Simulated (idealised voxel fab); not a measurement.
Herein follows the process module entitled voxel transistor to metal.
Xsec cut, 195 nm wide, square cell size 5 nm.
Heads up, the way a cross-section reads in here is a grid of square cells, handed over as bands from the top down, with every band being one or more rows of cells. It is stipulated that each band's entry specify, in nanometres, the height of the top of the band and then that of its bottom, followed by the materials of the band in left-to-right sequence, each together with its width in nanometres. A single material marked by the word "all across" is understood to fill the band from edge to edge; the word "air" is understood to denote empty space. Ref level 0: as-received wafer is one material below here. Bottom band extends down with no lower bound ("from 0 down"). The width entry "30 to 40" should be interpreted row by row: the top row of cells in the band takes the first number, the bottom row takes the second number, and the change between adjacent rows is uniform throughout. Take "no change occurred" at face value: in the step it is given for, the cross-section changed in none of its cells. The list in "Closed empty spaces" covers empty spaces of 8 cells or more that cannot reach the top through any open way, and it gives each as width x height at distance; the distance is from the left edge, and width, height and distance are in nm. Past the settings on a step's line: simulator remark, on that step. overlay nm: where the mask lay relative to plan, measured to the right, on steps with a mask; negatives go left.
[Intended process steps]
| 1 | op RECEIVE | material Si |
| 2 | op OXIDIZE | depth nm 5 |
| 3 | op CONFORMAL_DEP | material SiN | thk nm 10 |
| 4 | op DIRECTIONAL_DEP | material aC | thk nm 15 |
| 5 | op PATTERN | tone cover | mask id ACTIVE | material resist | width nm 130 | thk nm 30 | overlay nm 0 |
| 6 | op DIRECTIONAL_ETCH | etch materials aC | depth nm 15 |
| 7 | op STRIP | etch materials resist |
| 8 | op DIRECTIONAL_ETCH | etch materials SiN | depth nm 10 |
| 9 | op DIRECTIONAL_ETCH | etch materials SiO2 | depth nm 5 |
| 10 | op DIRECTIONAL_ETCH | etch materials Si | depth nm 30 |
| 11 | op STRIP | etch materials aC |
| 12 | op FILL_DEP | material SiO2 | thk nm 5 |
| 13 | op CMP | height nm 10 |
| 14 | op SELECTIVE_ETCH | etch materials SiO2 | depth nm 5 |
| 15 | op STRIP | etch materials SiN |
| 16 | op SELECTIVE_ETCH | etch materials SiO2 | depth nm 5 |
| 17 | op OXIDIZE | depth nm 5 |
| 18 | op DIRECTIONAL_DEP | material polySi | thk nm 30 |
| 19 | op DIRECTIONAL_DEP | material SiCN | thk nm 10 |
| 20 | op DIRECTIONAL_DEP | material aC | thk nm 15 |
| 21 | op PATTERN | tone cover | mask id GATE | material resist | width nm 30 | thk nm 30 | overlay nm 0 |
| 22 | op DIRECTIONAL_ETCH | etch materials aC | depth nm 15 |
| 23 | op STRIP | etch materials resist |
| 24 | op DIRECTIONAL_ETCH | etch materials SiCN | depth nm 20 |
| 25 | op DIRECTIONAL_ETCH | etch materials polySi | depth nm 40 |
| 26 | op STRIP | etch materials aC |
| 27 | op CONFORMAL_DEP | material SiN | thk nm 10 |
| 28 | op DIRECTIONAL_ETCH | etch materials SiN | depth nm 10 |
| 29 | op DIRECTIONAL_ETCH | etch materials SiO2 | depth nm 5 |
| 30 | op DIRECTIONAL_ETCH | etch materials Si | depth nm 10 |
| 31 | op EPI | material pSi | thk nm 10 |
| 32 | op FILL_DEP | material SiO2 | thk nm 10 |
| 33 | op CMP | height nm 25 |
| 34 | op STRIP | etch materials polySi |
| 35 | op SELECTIVE_ETCH | etch materials SiO2 | depth nm 5 |
| 36 | op CONFORMAL_DEP | material HfO2 | thk nm 5 |
| 37 | op CONFORMAL_DEP | material TiN | thk nm 5 |
| 38 | op FILL_DEP | material W | thk nm 10 |
| 39 | op CMP | height nm 20 |
| 40 | op DIRECTIONAL_DEP | material SiO2 | thk nm 10 |
| 41 | op PATTERN | tone open | mask id CONTACT | material resist | width nm 20 | pitch nm 90 | thk nm 20 | overlay nm 0 |
| 42 | op DIRECTIONAL_ETCH | etch materials SiO2 | depth nm 40 |
| 43 | op STRIP | etch materials resist |
| 44 | op CONFORMAL_DEP | material TiN | thk nm 5 |
| 45 | op FILL_DEP | material W | thk nm 10 |
| 46 | op CMP | height nm 30 |
| 47 | op DIRECTIONAL_DEP | material TiN | thk nm 5 |
| 48 | op DIRECTIONAL_DEP | material Ru | thk nm 25 |
| 49 | op MASKED_ETCH | tone cover | mask id METAL_1 | width nm 20 | pitch nm 90 | etch materials Ru | depth nm 25 | overlay nm 0 |
| 50 | op MASKED_ETCH | tone cover | mask id METAL_1 | width nm 20 | pitch nm 90 | etch materials TiN | depth nm 5 | overlay nm 0 |
| 51 | op CONFORMAL_DEP | material SiN | thk nm 5 |
| 52 | op FILL_DEP | material SiO2 | thk nm 5 |
| 53 | op CMP | height nm 60 |
| 54 | op CONFORMAL_DEP | material SiCN | thk nm 5 |
Variable across wafers: step 14 depth nm (plan value is that of the first wafer; starting state common to all).
[Cross-section of the first of several received wafers, showing its state after step 1]
    from 0 down: Si all across
    Closed empty spaces: none
[Depicted here is the first of several wafers in cross-section, at module completion following the last step, step 54]
    from 65 to 60: SiCN all across
    from 60 to 35: SiO2 35 / SiN 5 / Ru 20 / SiN 5 / SiO2 60 / SiN 5 / Ru 20 / SiN 5 / SiO2 40
    from 35 to 30: SiN 40 / TiN 20 / SiN 70 / TiN 20 / SiN 45
    from 30 to 20: SiO2 40 / TiN 5 / W 10 / TiN 5 / SiO2 70 / TiN 5 / W 10 / TiN 5 / SiO2 45
    from 20 to 5: SiO2 40 / TiN 5 / W 10 / TiN 5 / SiO2 10 / SiN 10 / HfO2 5 / TiN 5 / W 10 / TiN 5 / HfO2 5 / SiN 10 / SiO2 10 / TiN 5 / W 10 / TiN 5 / SiO2 45
    from 5 to 0: SiO2 40 / TiN 10 / W 5 / TiN 5 / SiO2 10 / SiN 10 / HfO2 5 / TiN 5 / W 10 / TiN 5 / HfO2 5 / SiN 10 / SiO2 10 / TiN 5 / W 5 / TiN 10 / SiO2 45
    from 0 to -5: SiO2 25 / SiN 10 / pSi 10 / TiN 5 / W 5 / TiN 5 / pSi 10 / SiN 10 / HfO2 5 / TiN 20 / HfO2 5 / SiN 10 / pSi 10 / TiN 5 / W 5 / TiN 5 / pSi 10 / SiN 10 / SiO2 30
    from -5 to -10: SiO2 35 / pSi 10 / TiN 15 / pSi 10 / SiO2 5 / HfO2 40 / SiO2 5 / pSi 10 / TiN 15 / pSi 10 / SiO2 40
    from -10 to -20: SiO2 30 / Si 5 / pSi 35 / Si 50 / pSi 35 / Si 5 / SiO2 35
    from -20 to -35: SiO2 30 / Si 130 / SiO2 35
    from -35 down: Si all across
    Closed empty spaces: none
[Cross-section, module end, final of several wafers]
    from 65 to 60: SiCN all across
    from 60 to 35: SiO2 35 / SiN 5 / Ru 20 / SiN 5 / SiO2 60 / SiN 5 / Ru 20 / SiN 5 / SiO2 40
    from 35 to 30: SiN 40 / TiN 20 / SiN 70 / TiN 20 / SiN 45
    from 30 to 20: SiO2 40 / TiN 5 / W 10 / TiN 5 / SiO2 70 / TiN 5 / W 10 / TiN 5 / SiO2 45
    from 20 to 0: SiO2 40 / TiN 5 / W 10 / TiN 5 / SiO2 10 / SiN 10 / HfO2 5 / TiN 5 / W 10 / TiN 5 / HfO2 5 / SiN 10 / SiO2 10 / TiN 5 / W 10 / TiN 5 / SiO2 45
    from 0 to -5: SiO2 40 / TiN 5 / W 10 / TiN 5 / pSi 10 / SiN 10 / HfO2 5 / TiN 20 / HfO2 5 / SiN 10 / pSi 10 / TiN 5 / W 10 / TiN 5 / SiO2 45
    from -5 to -10: SiO2 20 / SiN 10 / SiO2 10 / TiN 20 / pSi 10 / SiO2 5 / HfO2 40 / SiO2 5 / pSi 10 / TiN 20 / SiO2 10 / SiN 10 / SiO2 25
    from -10 to -20: SiO2 20 / SiN 10 / SiO2 5 / pSi 35 / Si 50 / pSi 35 / SiO2 5 / SiN 10 / SiO2 25
    from -20 to -25: SiO2 35 / Si 120 / SiO2 40
    from -25 to -35: SiO2 30 / Si 130 / SiO2 35
    from -35 down: Si all across
    Closed empty spaces: none
[wafer rows; end of module; cells per material since receipt: (+) gained, (-) lost; then closed voids]
depth nm 5 | +18 HfO2 | +40 Ru | -171 Si | +39 SiCN | +75 SiN | +374 SiO2 | +56 TiN | +32 W | +44 pSi | Closed empty spaces: none
depth nm 10 | +18 HfO2 | +40 Ru | -175 Si | +39 SiCN | +71 SiN | +382 SiO2 | +56 TiN | +36 W | +40 pSi | Closed empty spaces: none
depth nm 15 | +18 HfO2 | +40 Ru | -173 Si | +39 SiCN | +75 SiN | +376 SiO2 | +56 TiN | +34 W | +42 pSi | Closed empty spaces: none
depth nm 20 | +18 HfO2 | +40 Ru | -175 Si | +39 SiCN | +79 SiN | +378 SiO2 | +56 TiN | +36 W | +36 pSi | Closed empty spaces: none
depth nm 25 | +18 HfO2 | +40 Ru | -177 Si | +39 SiCN | +83 SiN | +376 SiO2 | +56 TiN | +36 W | +36 pSi | Closed empty spaces: none
